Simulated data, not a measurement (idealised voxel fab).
Name of the process module below: voxel ribs on slabs
Shown is cross-section cut, with a width of 285 nm and square cells of size 5 nm.
Cross-section, as written here: a square-cell grid given band by band from the top down, where a band holds one or more rows of cells. It is stipulated that each band's entry specify, in nanometres, the height of the top of the band and then that of its bottom, followed by the materials of the band in left-to-right sequence, each together with its width in nanometres. A single material marked by the word "throughout" is understood to fill the band from edge to edge; the word "blank" is understood to denote empty space. It should be noted that heights are counted from 0, beneath which the wafer as supplied is of one material throughout, and that the lowest band possesses no lower boundary but continues downward, as written in "from 0 down". The width entry "30 to 40" should be interpreted row by row: the top row of cells in the band takes the first number, the bottom row takes the second number, and the change between adjacent rows is uniform throughout. "left unchanged" (step): cross-section cells unchanged, all of them. Each empty space that has no open way to the top and spans at least 8 cells appears under "Trapped cavities" as width x height at distance, the distance counted from the left edge, all in nm. Read whatever lies past the settings on a step's line as the simulator's own remark about the step. You can add "overlay nm" to a step's line. For a step with a mask, it describes how far the mask lay to the right of its planned position, and a negative number describes a lay to the left.

Process steps (planned)
1. op RECEIVE | material Si
2. op DIRECTIONAL_DEP | material SiO2 | thk nm 20
3. op DIRECTIONAL_DEP | material polySi | thk nm 15
4. op PATTERN | tone cover | mask id RIB | material resist | width nm 20 | thk nm 15 | overlay nm 0
5. op DIRECTIONAL_ETCH | etch materials polySi | depth nm 5
6. op STRIP | etch materials resist
7. op MASKED_ETCH | tone cover | mask id SLAB | width nm 60 | etch materials polySi | depth nm 10 | overlay nm 0
8. op FILL_DEP | material SiO2 | thk nm 20
9. op CMP | height nm 50
10. op DIRECTIONAL_DEP | material TiN | thk nm 5
11. op PATTERN | tone cover | mask id HEATER | material resist | width nm 30 | thk nm 20 | overlay nm 0
12. op DIRECTIONAL_ETCH | etch materials TiN | depth nm 5
13. op STRIP | etch materials resist
14. op CONFORMAL_DEP | material SiN | thk nm 10

Delivered wafer in cross-section: state after step 1
- from 0 down: Si throughout
- Trapped cavities: none

End-of-module cross-section. Starting structure and process plan as above; one mistake made in running it
- from 65 to 60: 120 blank | 45 SiN | 120 blank
- from 60 to 55: SiN throughout
- from 55 to 50: 130 SiN | 25 TiN | 130 SiN
- from 50 to 35: SiO2 throughout
- from 35 to 30: 130 SiO2 | 20 polySi | 135 SiO2
- from 30 to 20: 110 SiO2 | 60 polySi | 115 SiO2
- from 20 to 0: SiO2 throughout
- from 0 down: Si throughout
- Trapped cavities: none
Processing error: step 11, actual vs plan mismatch, actual run op PATTERN | tone cover | mask id HEATER | material resist | width nm 25 | thk nm 20 | overlay nm 0
